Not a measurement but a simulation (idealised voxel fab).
Herein follows the process module entitled voxel released beams.
Pictured: cross-section cut, 295 nm wide, on a grid of 5 nm square cells.
Heads up, the way a cross-section reads in here is a grid of square cells, handed over as bands from the top down, with every band being one or more rows of cells.
A band entry consists of two parts. The first gives the height of the band's top and the height of its bottom, in nm. The rest lists the band's materials from left to right, each with its width in nm. A single material labelled with the word "throughout" fills the band from edge to edge, and the word "blank" marks empty space.
A quick word on heights: they are counted from 0, and under that level the wafer as it came to us is one material throughout. The lowest band is different from the rest in having no bottom; it simply continues downward, written as in "0 down".
Note: "30->40" means the width goes from the first number (top row of the band) to the second number (bottom row) in equal steps per row of cells.
Any step labelled "nothing changed" changed none of the cells in the cross-section.
Reported under the label "Enclosed internal voids" are the empty spaces having no open way to the top and comprising 8 cells or more; the notation for each is width x height at distance, in which the distance is measured from the left edge and all three values are in nm.
Formally, on a step line, whatever follows the settings is a remark that the simulator itself makes on the step.
overlay nm: right-of-plan distance of the mask on a masked step; negative values mean left-of-plan.
The process steps that were planned are listed below
1,RECEIVE | material Si
2,CONFORMAL_DEP | material Al2O3 | thk nm 10
3,DIRECTIONAL_DEP | material SiO2 | thk nm 20
4,MASKED_ETCH | tone open | mask id ANCHOR | width nm 35 | etch materials SiO2 | depth nm 20 | overlay nm 0
5,CONFORMAL_DEP | material W | thk nm 10
6,DIRECTIONAL_DEP | material aC | thk nm 15
7,PATTERN | tone cover | mask id BEAM | material resist | width nm 115 | thk nm 35 | overlay nm 0
8,DIRECTIONAL_ETCH | etch materials aC | depth nm 15
9,STRIP | etch materials resist
10,DIRECTIONAL_ETCH | etch materials W | depth nm 10
11,STRIP | etch materials aC
12,STRIP | etch materials SiO2
Cross-section of the wafer upon arrival, representing the state reached after step 1
0 down = Si throughout
Enclosed internal voids: none
Same starting wafer, same plan as above, one mistake in the execution; this is the cross-section at the end of the module
40 to 30 = blank=85; W=115; blank=95
30 to 20 = Al2O3 throughout
20 to 0 = SiO2 throughout
0 down = Si throughout
Enclosed internal voids: none
So what did we get wrong on this run? plan vs actual: 2 and 3 interchanged
